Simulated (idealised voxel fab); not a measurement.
You're looking at the process module voxel gate over fins.
Displayed cross-section: cut, width of 150 nm, square cells sized 5 nm.
A cross-section is written here as square cells arranged in a grid, and it is given in bands from the top down, each band taking up one or more rows of cells. In this notation a band is specified by the heights of its top and bottom, in that order and in nm, after which its materials appear from left to right, each paired with its width in nm. The word "everywhere" attached to a single material means that material fills the band from edge to edge; the word "empty" stands for empty space. Height is counted from the level 0, under which the received wafer is composed throughout of one material. The lowest of the bands is not closed at the bottom but continues downward, in the notation "0..down". So if you see something like "30->40" for the width, read it as the top row of the band sitting at the first number and the bottom row at the second, with every row in between moving by the same amount as the last. It should be understood that the words "left unchanged", when stated for a given step, signify that the cross-section underwent no change in any of its cells during that step. "Voids lacking openings" means: voids of 8 cells or more that are shut off from the top with no open way through. Written width x height at distance, distance from the left edge, in nm. Text after the settings on a step's line: the simulator's own remark on that step. Regarding "overlay nm": on a step with a mask, it is the distance the mask lay to the right of its planned place; a negative value places it to the left.
**Below is the list of planned process steps**
1 RECEIVE | material Si
2 CONFORMAL_DEP | material SiN | thk nm 10
3 PATTERN | tone cover | mask id FINS | material resist | width nm 15 | pitch nm 35 | thk nm 15 | overlay nm 0
4 DIRECTIONAL_ETCH | etch materials SiN | depth nm 10
5 DIRECTIONAL_ETCH | etch materials Si | depth nm 35
6 STRIP | etch materials resist
7 OXIDIZE | depth nm 5
8 FILL_DEP | material SiO2 | thk nm 5
9 CMP | height nm 10
10 SELECTIVE_ETCH | etch materials SiO2 | depth nm 25
11 STRIP | etch materials SiN
12 CONFORMAL_DEP | material HfO2 | thk nm 5
13 CONFORMAL_DEP | material TiN | thk nm 5
14 FILL_DEP | material W | thk nm 15
15 CMP | height nm 20
16 CONFORMAL_DEP | material SiCN | thk nm 10
**Cross-section of the incoming wafer, state after step 1**
* 0..down | Si everywhere
* Voids lacking openings: none
**Starting structure and process plan are as shown above, but one mistake was made in running the module; the wafer cross-section at the end of the module follows**
* 30..20 | SiCN everywhere
* 20..10 | W everywhere
* 10..5 | W (45), HfO2 (25), W (10), HfO2 (25), W (45)
* 5..0 | W (45), HfO2 (5), TiN (15), HfO2 (5), W (10), HfO2 (5), TiN (15), HfO2 (5), W (45)
* 0..-5 | W (45), HfO2 (5), TiN (5), Si (5), TiN (5), HfO2 (5), W (10), HfO2 (5), TiN (5), Si (5), TiN (5), HfO2 (5), W (45)
* -5..-10 | HfO2 (50), TiN (5), Si (5), TiN (5), HfO2 (20), TiN (5), Si (5), TiN (5), HfO2 (50)
* -10..-15 | TiN (55), Si (5), TiN (30), Si (5), TiN (55)
* -15..-40 | SiO2 (55), Si (5), SiO2 (30), Si (5), SiO2 (55)
* -40..down | Si everywhere
* Voids lacking openings: none
Here's what went sideways: the run placed steps 12 and 13 each in the position the plan gave to the other
